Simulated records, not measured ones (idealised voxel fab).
Herein follows the process module entitled voxel ribs on slabs.
Square cells of 5 nm make up the cross-section cut, whose width is 200 nm.
A cross-section is a grid of square cells, given in bands from the top down. A band is one or more rows of cells. Top, bottom (nm), then materials left to right with widths (nm); lone material tagged "full width" fills the whole band edge to edge; "air" = empty space. Below 0: as-received wafer, all one material; heights counted from there. Lowest band: no bottom, goes on down, written "z 0 and below". Quick explanation for "30->40": the width changes in equal steps down the rows of cells, from the first number in the band's top row to the second number in its bottom row. Key: "no modifications" - step with no changed cell in the cross-section. Basically, "closed voids" tells you about the enclosed voids: empty spaces with no open way to the top, 8 cells or bigger, each written width x height at distance, where distance is from the left edge, all in nm. Note: text after step settings on the step line = simulator remark on that step. overlay nm, on a step with a mask: how far to the right of its planned place the mask lay; to the left if negative.
# The following list gives the planned process steps
| 1 | RECEIVE with material Si |
| 2 | DIRECTIONAL_DEP with material SiO2, thk nm 20 |
| 3 | DIRECTIONAL_DEP with material SiN, thk nm 25 |
| 4 | PATTERN with tone cover, mask id RIB, material resist, width nm 20, thk nm 20, overlay nm 0 |
| 5 | DIRECTIONAL_ETCH with etch materials SiN, depth nm 5 |
| 6 | STRIP with etch materials resist |
| 7 | PATTERN with tone cover, mask id SLAB, material resist, width nm 80, thk nm 15, overlay nm 0 |
| 8 | DIRECTIONAL_ETCH with etch materials SiN, depth nm 20 |
| 9 | STRIP with etch materials resist |
| 10 | FILL_DEP with material SiO2, thk nm 30 |
| 11 | CMP with height nm 65 |
| 12 | DIRECTIONAL_DEP with material W, thk nm 10 |
| 13 | MASKED_ETCH with tone cover, mask id HEATER, width nm 30, etch materials W, depth nm 10, overlay nm 0 |
| 14 | CONFORMAL_DEP with material SiO2, thk nm 10 |
# Cross-section: wafer on arrival = after step 1
z 0 and below | Si full width
closed voids: none
# Final cross-section, module run with one mistake (start and plan as above)
z 85 to 80 | 75 nm air, 50 nm SiO2, 75 nm air
z 80 to 75 | SiO2 full width
z 75 to 70 | 85 nm SiO2, 30 nm W, 85 nm SiO2
z 70 to 65 | W full width
z 65 to 45 | SiO2 full width
z 45 to 40 | 90 nm SiO2, 20 nm SiN, 90 nm SiO2
z 40 to 20 | 60 nm SiO2, 80 nm SiN, 60 nm SiO2
z 20 to 0 | SiO2 full width
z 0 and below | Si full width
closed voids: none
Diagnosis: contrary to plan, step 13 was performed as MASKED_ETCH with tone cover, mask id HEATER, width nm 30, etch materials W, depth nm 5, overlay nm 0
